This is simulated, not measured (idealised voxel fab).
Title: Process Module voxel wiring stack
It is cross-section cut that appears here, measuring 200 nm in width, its square cells being 5 nm in size.
Cross-section spec: square-cell grid; bands listed top down; each band is one or more rows.
What a band's entry tells you: where the top is and where the bottom is, as heights in nm, and after that what lies inside, material by material from left to right, each with its width in nm. Empty space is written as the word "empty", and a single material marked with the word "edge to edge" occupies the band from edge to edge.
Note: height 0 marks the level under which the wafer is uniformly one material as received. Lowest band unbounded below, written "0 -> down".
Graded width ("30..40"): value in top row of band = first number; value in bottom row = second number; row-to-row change constant.
"nothing was modified" (step): cross-section cells unchanged, all of them.
"Enclosed cavities" specifies each empty space that is not open to the top and that occupies no fewer than 8 cells, using the form width x height at distance, the distance measured from the left edge and all three quantities in nm.
Post-settings text on a step line: simulator's own remark regarding the step.
If you see "overlay nm" on a step's line and that step has a mask, it's telling you how far right of where it was planned the mask ended up; a negative number means it went left instead.

**Planned process steps**
1 RECEIVE with material Si
2 CONFORMAL_DEP with material SiO2, thk nm 15
3 DIRECTIONAL_DEP with material TiN, thk nm 5
4 DIRECTIONAL_DEP with material Ru, thk nm 15
5 MASKED_ETCH with tone cover, mask id METAL_1, width nm 30, pitch nm 60, etch materials Ru, depth nm 15, overlay nm 0
6 MASKED_ETCH with tone cover, mask id METAL_1, width nm 20, pitch nm 60, etch materials TiN, depth nm 5, overlay nm 0
7 FILL_DEP with material lowk, thk nm 5
8 CMP with height nm 35
9 CONFORMAL_DEP with material SiCN, thk nm 5
10 DIRECTIONAL_DEP with material lowk, thk nm 20
11 PATTERN with tone open, mask id PLUG_1, material resist, width nm 15, pitch nm 60, thk nm 15, overlay nm 0
12 DIRECTIONAL_ETCH with etch materials lowk, depth nm 20
13 DIRECTIONAL_ETCH with etch materials SiCN, depth nm 5
14 STRIP with etch materials resist
15 CONFORMAL_DEP with material TiN, thk nm 5
16 FILL_DEP with material Cu, thk nm 5
17 CMP with height nm 60
18 DIRECTIONAL_DEP with material TiN, thk nm 5
19 DIRECTIONAL_DEP with material W, thk nm 15
20 PATTERN with tone cover, mask id METAL_2, material resist, width nm 30, pitch nm 60, thk nm 20, overlay nm 0
21 DIRECTIONAL_ETCH with etch materials W, depth nm 15
22 DIRECTIONAL_ETCH with etch materials TiN, depth nm 5
23 STRIP with etch materials resist
24 CONFORMAL_DEP with material SiCN, thk nm 5
25 FILL_DEP with material lowk, thk nm 10
26 CMP with height nm 80
27 CONFORMAL_DEP with material SiCN, thk nm 5
28 DIRECTIONAL_DEP with material SiO2, thk nm 20
29 MASKED_ETCH with tone open, mask id PLUG_2, width nm 15, pitch nm 60, etch materials SiO2, depth nm 20, overlay nm 0
30 MASKED_ETCH with tone open, mask id PLUG_2, width nm 15, pitch nm 60, etch materials SiCN, depth nm 5, overlay nm 0
31 EPI with material Ru, thk nm 10
32 EPI with material Ru, thk nm 10
33 EPI with material Ru, thk nm 5
34 DIRECTIONAL_DEP with material TiN, thk nm 5
35 DIRECTIONAL_DEP with material W, thk nm 25
36 MASKED_ETCH with tone cover, mask id METAL_3, width nm 30, pitch nm 60, etch materials W, depth nm 25, overlay nm 0
37 MASKED_ETCH with tone cover, mask id METAL_3, width nm 30, pitch nm 60, etch materials TiN, depth nm 5, overlay nm 0
38 CONFORMAL_DEP with material SiN, thk nm 5
39 FILL_DEP with material lowk, thk nm 10
40 CMP with height nm 135
41 CONFORMAL_DEP with material SiN, thk nm 5
The plan shows the width nm of step 6 as the first wafer had it; this setting differs between the wafers, which start out alike.

**As-received state after step 1, first of several wafers, cross-section**
- 0 -> down = Si edge to edge
- Enclosed cavities: none

**First of several wafers, sectioned at end of module (last step: step 41)**
- 140 -> 135 = SiN edge to edge
- 135 -> 110 = lowk=50, then SiN=5, then W=30, then SiN=5, then lowk=20, then SiN=5, then W=30, then SiN=5, then lowk=50
- 110 -> 105 = SiN=55, then TiN=30, then SiN=30, then TiN=30, then SiN=55
- 105 -> 85 = SiO2=55, then Ru=15, then SiO2=45, then Ru=15, then SiO2=70
- 85 -> 80 = SiCN=55, then Ru=15, then SiCN=45, then Ru=15, then SiCN=70
- 80 -> 65 = lowk=50, then SiCN=5, then W=30, then SiCN=5, then lowk=20, then SiCN=5, then W=30, then SiCN=5, then lowk=50
- 65 -> 60 = SiCN=55, then TiN=30, then SiCN=30, then TiN=30, then SiCN=55
- 60 -> 40 = lowk=55, then TiN=5, then Cu=5, then TiN=5, then lowk=45, then TiN=5, then Cu=5, then TiN=5, then lowk=70
- 40 -> 35 = SiCN=55, then TiN=15, then SiCN=45, then TiN=15, then SiCN=70
- 35 -> 20 = lowk=55, then Ru=30, then lowk=30, then Ru=30, then lowk=55
- 20 -> 15 = lowk=55, then TiN=30, then lowk=30, then TiN=30, then lowk=55
- 15 -> 0 = SiO2 edge to edge
- 0 -> down = Si edge to edge
- Enclosed cavities: none

**The last wafer as seen in cross-section at the end of the module**
- 140 -> 135 = SiN edge to edge
- 135 -> 110 = lowk=50, then SiN=5, then W=30, then SiN=5, then lowk=20, then SiN=5, then W=30, then SiN=5, then lowk=50
- 110 -> 105 = SiN=55, then TiN=30, then SiN=30, then TiN=30, then SiN=55
- 105 -> 85 = SiO2=55, then Ru=15, then SiO2=45, then Ru=15, then SiO2=70
- 85 -> 80 = SiCN=55, then Ru=15, then SiCN=45, then Ru=15, then SiCN=70
- 80 -> 65 = lowk=50, then SiCN=5, then W=30, then SiCN=5, then lowk=20, then SiCN=5, then W=30, then SiCN=5, then lowk=50
- 65 -> 60 = SiCN=55, then TiN=30, then SiCN=30, then TiN=30, then SiCN=55
- 60 -> 40 = lowk=55, then TiN=5, then Cu=5, then TiN=5, then lowk=45, then TiN=5, then Cu=5, then TiN=5, then lowk=70
- 40 -> 35 = SiCN=55, then TiN=15, then SiCN=45, then TiN=15, then SiCN=70
- 35 -> 20 = lowk=55, then Ru=30, then lowk=30, then Ru=30, then lowk=55
- 20 -> 15 = lowk=50, then TiN=45, then lowk=15, then TiN=45, then lowk=45
- 15 -> 0 = SiO2 edge to edge
- 0 -> down = Si edge to edge
- Enclosed cavities: none

**Every row in this table is a wafer at the end of the module, and it gives, for each of the materials, the cells that wafer has gained (+) or lost (-) since it was received, then its closed voids**
width nm 20, +8 Cu, +66 Ru, +108 SiCN, +88 SiN, +256 SiO2, +58 TiN, +96 W, +440 lowk, Enclosed cavities: none
width nm 25, +8 Cu, +66 Ru, +108 SiCN, +88 SiN, +256 SiO2, +58 TiN, +96 W, +440 lowk, Enclosed cavities: none
width nm 30, +8 Cu, +66 Ru, +108 SiCN, +88 SiN, +256 SiO2, +58 TiN, +96 W, +440 lowk, Enclosed cavities: none
width nm 35, +8 Cu, +66 Ru, +108 SiCN, +88 SiN, +256 SiO2, +60 TiN, +96 W, +438 lowk, Enclosed cavities: none
width nm 40, +8 Cu, +66 Ru, +108 SiCN, +88 SiN, +256 SiO2, +62 TiN, +96 W, +436 lowk, Enclosed cavities: none
width nm 45, +8 Cu, +66 Ru, +108 SiCN, +88 SiN, +256 SiO2, +64 TiN, +96 W, +434 lowk, Enclosed cavities: none
